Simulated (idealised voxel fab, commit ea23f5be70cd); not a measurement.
Process module name: voxel released beams
Square cell edge 5 nm, section width 265 nm, ID cut.
Square cells in a grid make up a cross-section in this document, and the grid is given as bands, listed from the top down, each one or more rows of cells.
For a band, the entry starts with two heights in nm, that of the top and then that of the bottom, and carries on with the band's materials in order from left to right, each alongside its width in nm; the word "everywhere" beside a single material means it fills the band edge to edge, and "blank" means empty space.
Heights are reckoned from 0. Under this level, the received wafer is all of one material. The bottommost band is open-ended downward, for example "0 and below".
So if you see something like "30..40" for the width, read it as the top row of the band sitting at the first number and the bottom row at the second, with every row in between moving by the same amount as the last.
Step note "remains unaltered" = no cross-section cell changed.
Closed empty spaces (no open way to the top) of 8 cells or more are what "Closed cavities" lists, each as width x height at distance from the left edge, nm for all three.
Read whatever lies past the settings on a step's line as the simulator's own remark about the step.
A step line may carry the setting "overlay nm", which, for steps involving a mask, states the distance by which the mask lay to the right of its intended position; negative values denote displacement to the left.
Planned step list for the process:
1 RECEIVE: material Si
2 CONFORMAL_DEP: material SiN, thk nm 5
3 DIRECTIONAL_DEP: material SiO2, thk nm 20
4 DIRECTIONAL_DEP: material aC, thk nm 10
5 PATTERN: tone open, mask id ANCHOR, material resist, width nm 25, thk nm 25, overlay nm 0
6 DIRECTIONAL_ETCH: etch materials aC, depth nm 10
7 STRIP: etch materials resist
8 DIRECTIONAL_ETCH: etch materials SiO2, depth nm 20
9 STRIP: etch materials aC
10 CONFORMAL_DEP: material W, thk nm 10
11 MASKED_ETCH: tone cover, mask id BEAM, width nm 95, etch materials W, depth nm 10, overlay nm 0
12 STRIP: etch materials SiO2
Wafer as received: cross-section following step 1:
    0 and below | Si everywhere
    Closed cavities: none
Cross-sectional result after module completion. Note: starting condition and plan are unchanged from above; one processing mistake was made:
    30 down to 20 | 80 nm blank | 15 nm W | 5 nm blank | 75 nm W | 90 nm blank
    20 down to 10 | 85 nm blank | 10 nm W | 5 nm blank | 10 nm W | 155 nm blank
    10 down to 0 | 85 nm blank | 25 nm W | 155 nm blank
    0 and below | Si everywhere
    Closed cavities: none
What broke from the plan during processing? it should be noted that step 2 of the plan was omitted and was not performed
